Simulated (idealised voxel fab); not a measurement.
This is a process module. Its name is voxel capacitor over wiring.
The figure presents cross-section cut, which has a width of 300 nm and is divided into square cells with an edge length of 5 nm.
The cross-sections in this document take the form of a grid made of square cells. They are written out as bands, in order from top to bottom. Each band consists of one or more rows of cells.
Per band: top height and bottom height in nm, followed by the left-to-right materials and their widths in nm; "all across" marks a single material spanning edge to edge, "empty" marks empty space.
The level at which height equals 0 is the one under which the wafer, as it arrives, is entirely one material. No lower edge exists for the bottom band, which continues downward and is notated as in "from 0 down".
The expression "30 to 40" gives the width at the extremes of the band, the first number at its top row of cells and the second at its bottom row, with the width changing by equal amounts from each row to the next in between.
Where the words "no change occurred" appear for a step, the cross-section shows no cell changed by that step; every cell remained as before.
What "Closed cavities" gives you is every empty space of 8 cells or more that is cut off from the top. Each appears as width x height at distance, with the distance taken from the left edge and width, height and distance all in nm.
Formally, on a step line, whatever follows the settings is a remark that the simulator itself makes on the step.
"overlay nm" answers the question of how far to the right of plan the mask lay on a step that has a mask, and when it is negative the answer is to the left.

**So here's the lineup of process steps we planned**
1,RECEIVE,material Si
2,CONFORMAL_DEP,material SiO2,thk nm 10
3,CONFORMAL_DEP,material SiN,thk nm 5
4,DIRECTIONAL_DEP,material SiO2,thk nm 15
5,PATTERN,tone open,mask id METAL_1,material resist,width nm 25,pitch nm 90,thk nm 20,overlay nm 0
6,DIRECTIONAL_ETCH,etch materials SiO2,depth nm 15
7,DIRECTIONAL_ETCH,etch materials SiN,depth nm 5
8,STRIP,etch materials resist
9,CONFORMAL_DEP,material TiN,thk nm 5
10,FILL_DEP,material Cu,thk nm 5
11,CMP,height nm 30
12,CONFORMAL_DEP,material SiCN,thk nm 5
13,DIRECTIONAL_DEP,material lowk,thk nm 10
14,MASKED_ETCH,tone open,mask id PLUG_1,width nm 15,etch materials lowk,depth nm 10,overlay nm 0
15,MASKED_ETCH,tone open,mask id PLUG_1,width nm 15,etch materials SiCN,depth nm 5,overlay nm 0
16,EPI,material Ru,thk nm 10
17,EPI,material Ru,thk nm 5
18,DIRECTIONAL_DEP,material TiN,thk nm 5
19,DIRECTIONAL_DEP,material HfO2,thk nm 5
20,DIRECTIONAL_DEP,material TiN,thk nm 5
21,PATTERN,tone cover,mask id UPPER_PLATE,material resist,width nm 70,thk nm 15,overlay nm 0
22,DIRECTIONAL_ETCH,etch materials TiN,depth nm 5
23,DIRECTIONAL_ETCH,etch materials HfO2,depth nm 5
24,STRIP,etch materials resist
25,MASKED_ETCH,tone cover,mask id LOWER_PLATE,width nm 80,etch materials TiN,depth nm 5,overlay nm 0
26,FILL_DEP,material SiO2,thk nm 20
27,CMP,height nm 75
28,MASKED_ETCH,tone open,mask id PLUG_2,width nm 15,etch materials SiO2,depth nm 15,overlay nm 0
29,CONFORMAL_DEP,material TiN,thk nm 5
30,FILL_DEP,material Cu,thk nm 5
31,CMP,height nm 75
32,CONFORMAL_DEP,material SiN,thk nm 5

**Of two wafers, the first: run according to plan**

**Wafer cross-section on receipt, i.e. after step 1**
from 0 down  Si all across
Closed cavities: none

**You're looking at a cross-section of the wafer after step 2**
from 10 to 0  SiO2 all across
Rest of section, below 0: as before.

**You're looking at a cross-section of the wafer after step 3**
from 15 to 10  SiN all across
Rest of section, below 10: as before.

**You're looking at a cross-section of the wafer after step 4**
from 30 to 15  SiO2 all across
Rest of section, below 15: as before.

**You're looking at a cross-section of the wafer after step 5**
from 50 to 30  resist 90 | empty 25 | resist 65 | empty 25 | resist 95
Rest of section, below 30: as before.

**You're looking at a cross-section of the wafer after step 6**
from 50 to 30  resist 90 | empty 25 | resist 65 | empty 25 | resist 95
from 30 to 15  SiO2 90 | empty 25 | SiO2 65 | empty 25 | SiO2 95
Rest of section, below 15: as before.

**You're looking at a cross-section of the wafer after step 7**
from 50 to 30  resist 90 | empty 25 | resist 65 | empty 25 | resist 95
from 30 to 15  SiO2 90 | empty 25 | SiO2 65 | empty 25 | SiO2 95
from 15 to 10  SiN 90 | empty 25 | SiN 65 | empty 25 | SiN 95
Rest of section, below 10: as before.

**You're looking at a cross-section of the wafer after step 8**
from 30 to 15  SiO2 90 | empty 25 | SiO2 65 | empty 25 | SiO2 95
Rest of section, below 15: as before.

**You're looking at a cross-section of the wafer after step 9**
from 35 to 30  TiN 95 | empty 15 | TiN 75 | empty 15 | TiN 100
from 30 to 15  SiO2 90 | TiN 5 | empty 15 | TiN 5 | SiO2 65 | TiN 5 | empty 15 | TiN 5 | SiO2 95
from 15 to 10  SiN 90 | TiN 25 | SiN 65 | TiN 25 | SiN 95
Rest of section, below 10: as before.

**You're looking at a cross-section of the wafer after step 10**
from 40 to 35  Cu all across
from 35 to 30  TiN 95 | Cu 15 | TiN 75 | Cu 15 | TiN 100
from 30 to 15  SiO2 90 | TiN 5 | Cu 15 | TiN 5 | SiO2 65 | TiN 5 | Cu 15 | TiN 5 | SiO2 95
Rest of section, below 15: as before.

**You're looking at a cross-section of the wafer after step 11**
from 30 to 15  SiO2 90 | TiN 5 | Cu 15 | TiN 5 | SiO2 65 | TiN 5 | Cu 15 | TiN 5 | SiO2 95
Rest of section, below 15: as before.

**You're looking at a cross-section of the wafer after step 12**
from 35 to 30  SiCN all across
Rest of section, below 30: as before.

**You're looking at a cross-section of the wafer after step 13**
from 45 to 35  lowk all across
Rest of section, below 35: as before.

**You're looking at a cross-section of the wafer after step 14**
from 45 to 35  lowk 100 | empty 15 | lowk 185
Rest of section, below 35: as before.

**You're looking at a cross-section of the wafer after step 15**
from 45 to 35  lowk 100 | empty 15 | lowk 185
from 35 to 30  SiCN 100 | empty 15 | SiCN 185
Rest of section, below 30: as before.

**You're looking at a cross-section of the wafer after step 16**
from 45 to 40  lowk 100 | empty 15 | lowk 185
from 40 to 35  lowk 100 | Ru 15 | lowk 185
from 35 to 30  SiCN 100 | Ru 15 | SiCN 185
Rest of section, below 30: as before.

**You're looking at a cross-section of the wafer after step 17**
from 45 to 35  lowk 100 | Ru 15 | lowk 185
Rest of section, below 35: as before.

**You're looking at a cross-section of the wafer after step 18**
from 50 to 45  TiN all across
Rest of section, below 45: as before.

**You're looking at a cross-section of the wafer after step 19**
from 55 to 50  HfO2 all across
Rest of section, below 50: as before.

**You're looking at a cross-section of the wafer after step 20**
from 60 to 55  TiN all across
Rest of section, below 55: as before.

**You're looking at a cross-section of the wafer after step 21**
from 75 to 60  empty 100 | resist 70 | empty 130
Rest of section, below 60: as before.

**You're looking at a cross-section of the wafer after step 22**
from 75 to 60  empty 100 | resist 70 | empty 130
from 60 to 55  empty 100 | TiN 70 | empty 130
Rest of section, below 55: as before.

**You're looking at a cross-section of the wafer after step 23**
from 75 to 60  empty 100 | resist 70 | empty 130
from 60 to 55  empty 100 | TiN 70 | empty 130
from 55 to 50  empty 100 | HfO2 70 | empty 130
Rest of section, below 50: as before.

**You're looking at a cross-section of the wafer after step 24**
from 60 to 55  empty 100 | TiN 70 | empty 130
Rest of section, below 55: as before.

**You're looking at a cross-section of the wafer after step 25**
from 60 to 55  empty 100 | TiN 70 | empty 130
from 55 to 50  empty 100 | HfO2 70 | empty 130
from 50 to 45  empty 95 | TiN 80 | empty 125
Rest of section, below 45: as before.

**You're looking at a cross-section of the wafer after step 26**
from 80 to 60  SiO2 all across
from 60 to 55  SiO2 100 | TiN 70 | SiO2 130
from 55 to 50  SiO2 100 | HfO2 70 | SiO2 130
from 50 to 45  SiO2 95 | TiN 80 | SiO2 125
Rest of section, below 45: as before.

**You're looking at a cross-section of the wafer after step 27**
from 75 to 60  SiO2 all across
Rest of section, below 60: as before.

**You're looking at a cross-section of the wafer after step 28**
from 75 to 60  SiO2 110 | empty 15 | SiO2 175
Rest of section, below 60: as before.

**You're looking at a cross-section of the wafer after step 29**
from 80 to 75  TiN 115 | empty 5 | TiN 180
from 75 to 65  SiO2 110 | TiN 5 | empty 5 | TiN 5 | SiO2 175
from 65 to 55  SiO2 110 to 100 | TiN 15 to 70 | SiO2 175 to 130
Rest of section, below 55: as before.

**You're looking at a cross-section of the wafer after step 30**
from 85 to 80  Cu all across
from 80 to 75  TiN 115 | Cu 5 | TiN 180
from 75 to 65  SiO2 110 | TiN 5 | Cu 5 | TiN 5 | SiO2 175
Rest of section, below 65: as before.

**You're looking at a cross-section of the wafer after step 31**
from 75 to 65  SiO2 110 | TiN 5 | Cu 5 | TiN 5 | SiO2 175
Rest of section, below 65: as before.

**You're looking at a cross-section of the wafer after step 32**
from 80 to 75  SiN all across
Rest of section, below 75: as before.

**Second wafer: same start and same plan as the first, one execution error; identical to the first through step 17**

**Second wafer at the planned finish of step 18, seen in cross-section**
from 60 to 45  TiN all across
Rest of section, below 45: as before.

**Second wafer at the planned finish of step 19, seen in cross-section**
from 65 to 60  HfO2 all across
Rest of section, below 60: as before.

**Second wafer at the planned finish of step 20, seen in cross-section**
from 70 to 65  TiN all across
Rest of section, below 65: as before.

**Second wafer at the planned finish of step 21, seen in cross-section**
from 85 to 70  empty 100 | resist 70 | empty 130
Rest of section, below 70: as before.

**Second wafer at the planned finish of step 22, seen in cross-section**
from 85 to 70  empty 100 | resist 70 | empty 130
from 70 to 65  empty 100 | TiN 70 | empty 130
Rest of section, below 65: as before.

**Second wafer at the planned finish of step 23, seen in cross-section**
from 85 to 70  empty 100 | resist 70 | empty 130
from 70 to 65  empty 100 | TiN 70 | empty 130
from 65 to 60  empty 100 | HfO2 70 | empty 130
Rest of section, below 60: as before.

**Second wafer at the planned finish of step 24, seen in cross-section**
from 70 to 65  empty 100 | TiN 70 | empty 130
Rest of section, below 65: as before.

**Second wafer at the planned finish of step 25, seen in cross-section**
from 70 to 65  empty 100 | TiN 70 | empty 130
from 65 to 60  empty 100 | HfO2 70 | empty 130
from 60 to 55  empty 95 | TiN 80 | empty 125
Rest of section, below 55: as before.

**Second wafer at the planned finish of step 26, seen in cross-section**
from 90 to 70  SiO2 all across
from 70 to 65  SiO2 100 | TiN 70 | SiO2 130
from 65 to 60  SiO2 100 | HfO2 70 | SiO2 130
from 60 to 55  SiO2 95 | TiN 80 | SiO2 125
Rest of section, below 55: as before.

**Second wafer at the planned finish of step 27, seen in cross-section**
from 75 to 70  SiO2 all across
Rest of section, below 70: as before.

**Second wafer at the planned finish of step 28, seen in cross-section**
from 75 to 70  SiO2 110 | empty 15 | SiO2 175
Rest of section, below 70: as before.

**Second wafer at the planned finish of step 29, seen in cross-section**
from 80 to 75  TiN 115 | empty 5 | TiN 180
from 75 to 65  SiO2 110 to 100 | TiN 15 to 70 | SiO2 175 to 130
Rest of section, below 65: as before.

**Second wafer at the planned finish of step 30, seen in cross-section**
from 85 to 80  Cu all across
from 80 to 75  TiN 115 | Cu 5 | TiN 180
Rest of section, below 75: as before.

**Second wafer at the planned finish of step 31, seen in cross-section**
from 75 to 65  SiO2 110 to 100 | TiN 15 to 70 | SiO2 175 to 130
Rest of section, below 65: as before.

**Second wafer at the planned finish of step 32, seen in cross-section**
from 80 to 75  SiN all across
Rest of section, below 75: as before.
Finding, execution versus plan: step 18 was processed under conditions differing from the plan, specifically as DIRECTIONAL_DEP,material TiN,thk nm 15
Final tally in cells, some materials are higher or lower on the second wafer than on the first: Cu -2 | SiO2 -114 | TiN +116
